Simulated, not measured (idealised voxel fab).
Process module name: voxel transistor to metal
Square cells of 5 nm make up the cross-section cut, whose width is 195 nm.
Think of the cross-section as a grid of square cells. We describe it in bands, top to bottom, and each band covers one or more rows of those cells. Per band: top height and bottom height in nm, followed by the left-to-right materials and their widths in nm; "everywhere" marks a single material spanning edge to edge, "empty" marks empty space. Heights from 0 (as-received wafer is one material below). Bottom band endless downward, as "0 down". So if you see something like "30->40" for the width, read it as the top row of the band sitting at the first number and the bottom row at the second, with every row in between moving by the same amount as the last. For the purposes of this document, the phrase "remained unchanged" attached to a step denotes that no cell within the cross-section was modified by that step. Listed in "Sealed voids": every empty space of 8 or more cells without an open way to the top. Form: width x height at distance, the distance being from the left edge, all in nm. Note: text after step settings on the step line = simulator remark on that step. "overlay nm" answers the question of how far to the right of plan the mask lay on a step that has a mask, and when it is negative the answer is to the left.

Process steps (planned)
1: RECEIVE,material Si
2: OXIDIZE,depth nm 5
3: CONFORMAL_DEP,material SiN,thk nm 10
4: DIRECTIONAL_DEP,material aC,thk nm 10
5: PATTERN,tone cover,mask id ACTIVE,material resist,width nm 105,thk nm 25,overlay nm 0
6: DIRECTIONAL_ETCH,etch materials aC,depth nm 10
7: STRIP,etch materials resist
8: DIRECTIONAL_ETCH,etch materials SiN,depth nm 10
9: DIRECTIONAL_ETCH,etch materials SiO2,depth nm 5
10: DIRECTIONAL_ETCH,etch materials Si,depth nm 35
11: STRIP,etch materials aC
12: OXIDIZE,depth nm 5
13: FILL_DEP,material SiO2,thk nm 15
14: CMP,height nm 10
15: SELECTIVE_ETCH,etch materials SiO2,depth nm 10
16: STRIP,etch materials SiN
17: SELECTIVE_ETCH,etch materials SiO2,depth nm 5
18: OXIDIZE,depth nm 5
19: DIRECTIONAL_DEP,material polySi,thk nm 30
20: DIRECTIONAL_DEP,material SiCN,thk nm 10
21: DIRECTIONAL_DEP,material aC,thk nm 15
22: PATTERN,tone cover,mask id GATE,material resist,width nm 35,thk nm 35,overlay nm 0
23: DIRECTIONAL_ETCH,etch materials aC,depth nm 15
24: STRIP,etch materials resist
25: DIRECTIONAL_ETCH,etch materials SiCN,depth nm 20
26: DIRECTIONAL_ETCH,etch materials polySi,depth nm 40
27: STRIP,etch materials aC
28: CONFORMAL_DEP,material SiO2,thk nm 5
29: DIRECTIONAL_ETCH,etch materials SiO2,depth nm 5
30: CONFORMAL_DEP,material SiN,thk nm 5
31: DIRECTIONAL_ETCH,etch materials SiN,depth nm 5
32: DIRECTIONAL_ETCH,etch materials SiO2,depth nm 5
33: DIRECTIONAL_ETCH,etch materials Si,depth nm 5
34: EPI,material nSi,thk nm 10
35: FILL_DEP,material SiO2,thk nm 10
36: CMP,height nm 25
37: STRIP,etch materials polySi
38: SELECTIVE_ETCH,etch materials SiO2,depth nm 5
39: CONFORMAL_DEP,material HfO2,thk nm 5
40: CONFORMAL_DEP,material TiN,thk nm 5
41: FILL_DEP,material W,thk nm 5
42: CMP,height nm 20
43: DIRECTIONAL_DEP,material SiO2,thk nm 10
44: PATTERN,tone open,mask id CONTACT,material resist,width nm 15,pitch nm 80,thk nm 15,overlay nm 0
45: DIRECTIONAL_ETCH,etch materials SiO2,depth nm 35
46: STRIP,etch materials resist
47: CONFORMAL_DEP,material TiN,thk nm 5
48: FILL_DEP,material W,thk nm 10
49: CMP,height nm 30
50: DIRECTIONAL_DEP,material TiN,thk nm 5
51: DIRECTIONAL_DEP,material Ru,thk nm 20
52: PATTERN,tone cover,mask id METAL_1,material resist,width nm 15,pitch nm 80,thk nm 15,overlay nm 0
53: DIRECTIONAL_ETCH,etch materials Ru,depth nm 20
54: DIRECTIONAL_ETCH,etch materials TiN,depth nm 5
55: STRIP,etch materials resist
56: FILL_DEP,material lowk,thk nm 5
57: CMP,height nm 55
58: CONFORMAL_DEP,material SiCN,thk nm 5
59: DIRECTIONAL_DEP,material SiO2,thk nm 35
60: PATTERN,tone open,mask id METAL_2,material resist,width nm 15,pitch nm 80,thk nm 15,overlay nm 0
61: DIRECTIONAL_ETCH,etch materials SiO2,depth nm 20
62: STRIP,etch materials resist
63: PATTERN,tone open,mask id METAL_2_HOLES,material resist,width nm 15,pitch nm 80,thk nm 15,overlay nm -15
64: DIRECTIONAL_ETCH,etch materials SiO2,depth nm 15
65: DIRECTIONAL_ETCH,etch materials SiCN,depth nm 5
66: STRIP,etch materials resist
67: CONFORMAL_DEP,material TiN,thk nm 5
68: FILL_DEP,material Cu,thk nm 10
69: CMP,height nm 95
70: CONFORMAL_DEP,material SiCN,thk nm 5
The overlay nm used in step 63 is not the same on every wafer, whereas the starting condition is; the value printed in the plan is the first wafer's.

Cross-section of the first of several wafers as received (after step 1)
> 0 down | Si everywhere
> Sealed voids: none

Cross-section, first of several wafers, end of module, after last step 70
> 100 to 95 | SiCN everywhere
> 95 to 85 | SiO2=35 / TiN=5 / Cu=20 / TiN=5 / SiO2=50 / TiN=5 / Cu=20 / TiN=5 / SiO2=50
> 85 to 80 | SiO2=35 / TiN=20 / Cu=5 / TiN=5 / SiO2=50 / TiN=20 / Cu=5 / TiN=5 / SiO2=50
> 80 to 75 | SiO2=50 / TiN=15 / SiO2=65 / TiN=15 / SiO2=50
> 75 to 60 | SiO2 everywhere
> 60 to 55 | SiCN everywhere
> 55 to 35 | lowk=50 / Ru=15 / lowk=65 / Ru=15 / lowk=50
> 35 to 30 | lowk=50 / TiN=15 / lowk=65 / TiN=15 / lowk=50
> 30 to 20 | SiO2=50 / TiN=5 / W=5 / TiN=5 / SiO2=65 / TiN=5 / W=5 / TiN=5 / SiO2=50
> 20 to 5 | SiO2=50 / TiN=5 / W=5 / TiN=5 / SiO2=5 / SiN=5 / HfO2=5 / TiN=5 / W=25 / TiN=5 / HfO2=5 / SiN=5 / SiO2=5 / TiN=5 / W=5 / TiN=5 / SiO2=50
> 5 to 0 | SiO2=50 / TiN=15 / SiO2=5 / SiN=5 / HfO2=5 / TiN=5 / W=25 / TiN=5 / HfO2=5 / SiN=5 / SiO2=5 / TiN=15 / SiO2=50
> 0 to -5 | SiO2=50 / TiN=10 / nSi=10 / SiN=5 / HfO2=5 / TiN=35 / HfO2=5 / SiN=5 / nSi=10 / TiN=10 / SiO2=50
> -5 to -10 | SiO2=45 / nSi=25 / SiO2=5 / HfO2=45 / SiO2=5 / nSi=25 / SiO2=45
> -10 to -15 | SiO2=50 / nSi=20 / Si=55 / nSi=20 / SiO2=50
> -15 to -45 | SiO2=50 / Si=95 / SiO2=50
> -45 down | Si everywhere
> Sealed voids: none

End of module: cross-section, last of several wafers
> 100 to 95 | SiCN everywhere
> 95 to 85 | SiO2=50 / TiN=5 / Cu=20 / TiN=5 / SiO2=50 / TiN=5 / Cu=20 / TiN=5 / SiO2=35
> 85 to 80 | SiO2=50 / TiN=5 / Cu=5 / TiN=20 / SiO2=50 / TiN=5 / Cu=5 / TiN=20 / SiO2=35
> 80 to 75 | SiO2=50 / TiN=15 / SiO2=65 / TiN=15 / SiO2=50
> 75 to 60 | SiO2 everywhere
> 60 to 55 | SiCN everywhere
> 55 to 35 | lowk=50 / Ru=15 / lowk=65 / Ru=15 / lowk=50
> 35 to 30 | lowk=50 / TiN=15 / lowk=65 / TiN=15 / lowk=50
> 30 to 20 | SiO2=50 / TiN=5 / W=5 / TiN=5 / SiO2=65 / TiN=5 / W=5 / TiN=5 / SiO2=50
> 20 to 5 | SiO2=50 / TiN=5 / W=5 / TiN=5 / SiO2=5 / SiN=5 / HfO2=5 / TiN=5 / W=25 / TiN=5 / HfO2=5 / SiN=5 / SiO2=5 / TiN=5 / W=5 / TiN=5 / SiO2=50
> 5 to 0 | SiO2=50 / TiN=15 / SiO2=5 / SiN=5 / HfO2=5 / TiN=5 / W=25 / TiN=5 / HfO2=5 / SiN=5 / SiO2=5 / TiN=15 / SiO2=50
> 0 to -5 | SiO2=50 / TiN=10 / nSi=10 / SiN=5 / HfO2=5 / TiN=35 / HfO2=5 / SiN=5 / nSi=10 / TiN=10 / SiO2=50
> -5 to -10 | SiO2=45 / nSi=25 / SiO2=5 / HfO2=45 / SiO2=5 / nSi=25 / SiO2=45
> -10 to -15 | SiO2=50 / nSi=20 / Si=55 / nSi=20 / SiO2=50
> -15 to -45 | SiO2=50 / Si=95 / SiO2=50
> -45 down | Si everywhere
> Sealed voids: none

Per wafer (row), end of module: delta in cells per material since receipt, (+) for gained, (-) for lost; closed voids after that
overlay nm -15 | +18 Cu | +19 HfO2 | +24 Ru | -226 Si | +78 SiCN | +10 SiN | +565 SiO2 | +75 TiN | +30 W | +165 lowk | +22 nSi | Sealed voids: none
overlay nm -10 | +14 Cu | +19 HfO2 | +24 Ru | -226 Si | +76 SiCN | +10 SiN | +565 SiO2 | +81 TiN | +30 W | +165 lowk | +22 nSi | Sealed voids: none
overlay nm -5 | +10 Cu | +19 HfO2 | +24 Ru | -226 Si | +74 SiCN | +10 SiN | +565 SiO2 | +87 TiN | +30 W | +165 lowk | +22 nSi | Sealed voids: none
overlay nm 0 | +14 Cu | +19 HfO2 | +24 Ru | -226 Si | +72 SiCN | +10 SiN | +565 SiO2 | +85 TiN | +30 W | +165 lowk | +22 nSi | Sealed voids: none
overlay nm 5 | +10 Cu | +19 HfO2 | +24 Ru | -226 Si | +74 SiCN | +10 SiN | +565 SiO2 | +87 TiN | +30 W | +165 lowk | +22 nSi | Sealed voids: none
overlay nm 10 | +14 Cu | +19 HfO2 | +24 Ru | -226 Si | +76 SiCN | +10 SiN | +565 SiO2 | +81 TiN | +30 W | +165 lowk | +22 nSi | Sealed voids: none
overlay nm 15 | +18 Cu | +19 HfO2 | +24 Ru | -226 Si | +78 SiCN | +10 SiN | +565 SiO2 | +75 TiN | +30 W | +165 lowk | +22 nSi | Sealed voids: none
